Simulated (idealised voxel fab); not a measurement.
Proc. module: voxel transistor to metal
Section shown: cut. Width: 285 nm. Cell size: 5 nm, square.
A cross-section is written here as square cells arranged in a grid, and it is given in bands from the top down, each band taking up one or more rows of cells. Band: top and bottom heights (nm) first, top before bottom; then materials from left to right, widths in nm. "throughout" marks a sole material filling the band edge to edge. "blank" denotes empty space. The reference from which all heights are counted is 0, the level beneath which the as-received wafer is entirely one material; the lowest band, having no lower bound, proceeds downward and is written after the example "0 -> down". Quick explanation for "30..40": the width changes in equal steps down the rows of cells, from the first number in the band's top row to the second number in its bottom row. "left unchanged" -> step changed no cross-section cell. "Voids, enclosed" contains a list of empty spaces, each no smaller than 8 cells and without an open way to the top, written in the form width x height at distance with the distance from the left edge and all three in nm. Text after the settings on a step's line: the simulator's own remark on that step. overlay nm: step with mask; distance mask lay right of planned place; negative value = left of planned place.
**List of planned process steps**
| 1 | RECEIVE: material Si |
| 2 | OXIDIZE: depth nm 5 |
| 3 | CONFORMAL_DEP: material SiN, thk nm 10 |
| 4 | DIRECTIONAL_DEP: material aC, thk nm 15 |
| 5 | PATTERN: tone cover, mask id ACTIVE, material resist, width nm 105, pitch nm 130, thk nm 30, overlay nm 0 |
| 6 | DIRECTIONAL_ETCH: etch materials aC, depth nm 15 |
| 7 | STRIP: etch materials resist |
| 8 | DIRECTIONAL_ETCH: etch materials SiN, depth nm 10 |
| 9 | DIRECTIONAL_ETCH: etch materials SiO2, depth nm 5 |
| 10 | DIRECTIONAL_ETCH: etch materials Si, depth nm 20 |
| 11 | STRIP: etch materials aC |
| 12 | FILL_DEP: material SiO2, thk nm 5 |
| 13 | CMP: height nm 10 |
| 14 | SELECTIVE_ETCH: etch materials SiO2, depth nm 10 |
| 15 | STRIP: etch materials SiN |
| 16 | SELECTIVE_ETCH: etch materials SiO2, depth nm 5 |
| 17 | OXIDIZE: depth nm 5 |
| 18 | DIRECTIONAL_DEP: material polySi, thk nm 20 |
| 19 | DIRECTIONAL_DEP: material SiCN, thk nm 10 |
| 20 | PATTERN: tone cover, mask id GATE, material resist, width nm 35, pitch nm 130, thk nm 15, overlay nm 0 |
| 21 | DIRECTIONAL_ETCH: etch materials SiCN, depth nm 20 |
| 22 | DIRECTIONAL_ETCH: etch materials polySi, depth nm 30 |
| 23 | STRIP: etch materials resist |
| 24 | CONFORMAL_DEP: material SiN, thk nm 10 |
| 25 | DIRECTIONAL_ETCH: etch materials SiN, depth nm 10 |
| 26 | DIRECTIONAL_ETCH: etch materials SiO2, depth nm 5 |
| 27 | DIRECTIONAL_ETCH: etch materials Si, depth nm 10 |
| 28 | EPI: material pSi, thk nm 15 |
| 29 | FILL_DEP: material SiO2, thk nm 5 |
| 30 | CMP: height nm 15 |
| 31 | STRIP: etch materials polySi |
| 32 | SELECTIVE_ETCH: etch materials SiO2, depth nm 5 |
| 33 | CONFORMAL_DEP: material HfO2, thk nm 5 |
| 34 | CONFORMAL_DEP: material TiN, thk nm 5 |
| 35 | FILL_DEP: material W, thk nm 10 |
| 36 | CMP: height nm 10 |
| 37 | DIRECTIONAL_DEP: material SiO2, thk nm 10 |
| 38 | MASKED_ETCH: tone open, mask id CONTACT, width nm 15, etch materials SiO2, depth nm 25, overlay nm 0 |
| 39 | CONFORMAL_DEP: material TiN, thk nm 5 |
| 40 | FILL_DEP: material W, thk nm 10 |
| 41 | CMP: height nm 20 |
| 42 | DIRECTIONAL_DEP: material TiN, thk nm 5 |
| 43 | DIRECTIONAL_DEP: material W, thk nm 25 |
| 44 | PATTERN: tone cover, mask id METAL_1, material resist, width nm 15, thk nm 15, overlay nm 0 |
| 45 | DIRECTIONAL_ETCH: etch materials W, depth nm 25 |
| 46 | DIRECTIONAL_ETCH: etch materials TiN, depth nm 5 |
| 47 | STRIP: etch materials resist |
| 48 | CONFORMAL_DEP: material SiN, thk nm 5 |
| 49 | FILL_DEP: material lowk, thk nm 5 |
| 50 | CMP: height nm 50 |
| 51 | CONFORMAL_DEP: material SiCN, thk nm 5 |
| 52 | DIRECTIONAL_DEP: material lowk, thk nm 25 |
| 53 | DIRECTIONAL_DEP: material aC, thk nm 10 |
| 54 | PATTERN: tone open, mask id METAL_2, material resist, width nm 15, pitch nm 130, thk nm 25, overlay nm 0 |
| 55 | DIRECTIONAL_ETCH: etch materials aC, depth nm 10 |
| 56 | STRIP: etch materials resist |
| 57 | DIRECTIONAL_ETCH: etch materials lowk, depth nm 15 |
| 58 | STRIP: etch materials aC |
| 59 | DIRECTIONAL_DEP: material aC, thk nm 15 |
| 60 | PATTERN: tone open, mask id METAL_2_HOLES, material resist, width nm 15, pitch nm 130, thk nm 35, overlay nm 0 |
| 61 | DIRECTIONAL_ETCH: etch materials aC, depth nm 15 |
| 62 | STRIP: etch materials resist |
| 63 | DIRECTIONAL_ETCH: etch materials lowk, depth nm 10 |
| 64 | DIRECTIONAL_ETCH: etch materials SiCN, depth nm 5 |
| 65 | STRIP: etch materials aC |
| 66 | CONFORMAL_DEP: material TiN, thk nm 5 |
| 67 | FILL_DEP: material Cu, thk nm 10 |
| 68 | CMP: height nm 80 |
| 69 | CONFORMAL_DEP: material SiCN, thk nm 5 |
**Here's what the wafer looked like in cross-section when it arrived - that's after step 1**
* 0 -> down: Si throughout
* Voids, enclosed: none
**Cross-sectional view of the first of the two wafers upon completion of the module, processed in accordance with the plan**
* 85 -> 80: SiCN throughout
* 80 -> 55: lowk 30  TiN 5  Cu 5  TiN 5  lowk 115  TiN 5  Cu 5  TiN 5  lowk 110
* 55 -> 50: SiCN 30  TiN 15  SiCN 115  TiN 15  SiCN 110
* 50 -> 25: lowk 25  SiN 5  W 15  SiN 5  lowk 55  SiN 5  W 15  SiN 5  lowk 25  SiN 5  W 15  SiN 5  lowk 55  SiN 5  W 15  SiN 5  lowk 25
* 25 -> 20: SiN 30  TiN 15  SiN 65  TiN 15  SiN 35  TiN 15  SiN 65  TiN 15  SiN 30
* 20 -> 10: SiO2 30  TiN 5  W 5  TiN 5  SiO2 65  TiN 5  W 5  TiN 5  SiO2 35  TiN 5  W 5  TiN 5  SiO2 65  TiN 5  W 5  TiN 5  SiO2 30
* 10 -> 5: SiO2 30  TiN 15  SiO2 5  SiN 10  HfO2 5  TiN 5  W 15  TiN 5  HfO2 5  SiN 10  SiO2 5  TiN 15  SiO2 35  TiN 15  SiO2 5  SiN 10  HfO2 5  TiN 5  W 15  TiN 5  HfO2 5  SiN 10  SiO2 5  TiN 15  SiO2 30
* 5 -> 0: SiO2 30  TiN 5  pSi 15  SiN 10  HfO2 5  TiN 5  W 15  TiN 5  HfO2 5  SiN 10  pSi 15  TiN 5  SiO2 35  TiN 5  pSi 15  SiN 10  HfO2 5  TiN 5  W 15  TiN 5  HfO2 5  SiN 10  pSi 15  TiN 5  SiO2 30
* 0 -> -5: SiO2 30  TiN 5  pSi 15  SiN 10  HfO2 5  TiN 25  HfO2 5  SiN 10  pSi 15  TiN 5  SiO2 35  TiN 5  pSi 15  SiN 10  HfO2 5  TiN 25  HfO2 5  SiN 10  pSi 15  TiN 5  SiO2 30
* -5 -> -10: SiO2 20  pSi 30  SiO2 5  HfO2 45  SiO2 5  pSi 30  SiO2 15  pSi 30  SiO2 5  HfO2 45  SiO2 5  pSi 30  SiO2 20
* -10 -> -20: SiO2 25  pSi 25  Si 55  pSi 25  SiO2 25  pSi 25  Si 55  pSi 25  SiO2 25
* -20 -> -25: SiO2 25  Si 105  SiO2 25  Si 105  SiO2 25
* -25 -> down: Si throughout
* Voids, enclosed: none
**This is the second of the two wafers, cross-sectioned at the end of the module; it started exactly like the first and was given the same plan, but it was run with one mistake**
* 85 -> 80: SiCN throughout
* 80 -> 55: lowk 30  TiN 5  Cu 5  TiN 5  lowk 115  TiN 5  Cu 5  TiN 5  lowk 110
* 55 -> 50: SiCN 30  TiN 15  SiCN 115  TiN 15  SiCN 110
* 50 -> 25: lowk 25  SiN 5  W 15  SiN 5  lowk 55  SiN 5  W 15  SiN 5  lowk 25  SiN 5  W 15  SiN 5  lowk 55  SiN 5  W 15  SiN 5  lowk 25
* 25 -> 20: SiN 30  TiN 15  SiN 65  TiN 15  SiN 35  TiN 15  SiN 65  TiN 15  SiN 30
* 20 -> 10: SiO2 30  TiN 5  W 5  TiN 5  SiO2 65  TiN 5  W 5  TiN 5  SiO2 35  TiN 5  W 5  TiN 5  SiO2 65  TiN 5  W 5  TiN 5  SiO2 30
* 10 -> 5: SiO2 30  TiN 15  SiO2 5  SiN 10  HfO2 5  TiN 5  W 15  TiN 5  HfO2 5  SiN 10  SiO2 5  TiN 15  SiO2 35  TiN 15  SiO2 5  SiN 10  HfO2 5  TiN 5  W 15  TiN 5  HfO2 5  SiN 10  SiO2 5  TiN 15  SiO2 30
* 5 -> 0: SiO2 30  TiN 5  pSi 15  SiN 10  HfO2 5  TiN 5  W 15  TiN 5  HfO2 5  SiN 10  pSi 15  TiN 5  SiO2 35  TiN 5  pSi 15  SiN 10  HfO2 5  TiN 5  W 15  TiN 5  HfO2 5  SiN 10  pSi 15  TiN 5  SiO2 30
* 0 -> -5: SiO2 30  TiN 5  pSi 15  SiN 10  HfO2 5  TiN 25  HfO2 5  SiN 10  pSi 15  TiN 5  SiO2 35  TiN 5  pSi 15  SiN 10  HfO2 5  TiN 25  HfO2 5  SiN 10  pSi 15  TiN 5  SiO2 30
* -5 -> -10: SiO2 15  pSi 35  SiO2 5  HfO2 45  SiO2 5  pSi 25  SiO2 15  pSi 35  SiO2 5  HfO2 45  SiO2 5  pSi 25  SiO2 25
* -10 -> -20: SiO2 20  pSi 30  Si 55  pSi 20  SiO2 25  pSi 30  Si 55  pSi 20  SiO2 30
* -20 -> -25: SiO2 20  Si 105  SiO2 25  Si 105  SiO2 30
* -25 -> down: Si throughout
* Voids, enclosed: none
Against the plan, the run slipped here: step 5 off recipe, ran as PATTERN: tone cover, mask id ACTIVE, material resist, width nm 105, pitch nm 130, thk nm 30, overlay nm -5
Final state: per-material cell counts identical on both wafers; locations differ.
